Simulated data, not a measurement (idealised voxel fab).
You're looking at the process module voxel ribs on slabs.
Section shown: cut. Width: 295 nm. Cell size: 5 nm, square.
How to read a cross-section here: the picture is a grid of square cells, written as bands going from the top down, and any band can span one or more rows of cells.
Band: top height; bottom height; in nm. Then, left to right: material with width in nm, for each material. "full width": a single material spanning edge to edge. "air": empty space.
Height datum 0, below which the as-received substrate wafer is one material. Lowest band open at the bottom, running downward: "0 nm and below".
A two-number width, for instance "30->40", indicates that the width is equal to the first number in the top row of the band and to the second number in the bottom row, and that it changes by a constant amount per row of cells.
"no alterations made" -> step changed no cross-section cell.
"Closed cavities": sealed empty spaces, 8 cells or more, no open way to top, listed width x height at distance, with distance from the left edge and width, height and distance in nm.
That trailing text on a step's line, after the settings, is the simulator's own remark on the step.
The line of a step may include "overlay nm". On a step with a mask, this value is how far to the right of its planned place the mask lay. A negative value means the mask lay to the left.

**The process steps that were planned are listed below**
1: RECEIVE (material Si)
2: DIRECTIONAL_DEP (material SiO2; thk nm 20)
3: DIRECTIONAL_DEP (material SiN; thk nm 15)
4: PATTERN (tone cover; mask id RIB; material resist; width nm 25; thk nm 15; overlay nm 0)
5: DIRECTIONAL_ETCH (etch materials SiN; depth nm 10)
6: STRIP (etch materials resist)
7: PATTERN (tone cover; mask id SLAB; material resist; width nm 65; thk nm 15; overlay nm 0)
8: DIRECTIONAL_ETCH (etch materials SiN; depth nm 5)
9: STRIP (etch materials resist)
10: FILL_DEP (material SiO2; thk nm 15)
11: CMP (height nm 45)
12: DIRECTIONAL_DEP (material TiN; thk nm 10)
13: MASKED_ETCH (tone cover; mask id HEATER; width nm 25; etch materials TiN; depth nm 10; overlay nm 0)
14: CONFORMAL_DEP (material SiN; thk nm 10)
The width nm used in step 13 is not the same on every wafer, whereas the starting condition is; the value printed in the plan is the first wafer's.

**After step 1, as received: first of several wafers, cross-section**
> 0 nm and below: Si full width
> Closed cavities: none

**End of module, by wafer: material-by-material cell gain (+) or loss (-) since receipt, then closed voids**
width nm 25 | +149 SiN | +508 SiO2 | +10 TiN | Closed cavities: none
width nm 30 | +149 SiN | +508 SiO2 | +12 TiN | Closed cavities: none
width nm 35 | +149 SiN | +508 SiO2 | +14 TiN | Closed cavities: none
width nm 40 | +149 SiN | +508 SiO2 | +16 TiN | Closed cavities: none
width nm 45 | +149 SiN | +508 SiO2 | +18 TiN | Closed cavities: none
width nm 50 | +149 SiN | +508 SiO2 | +20 TiN | Closed cavities: none
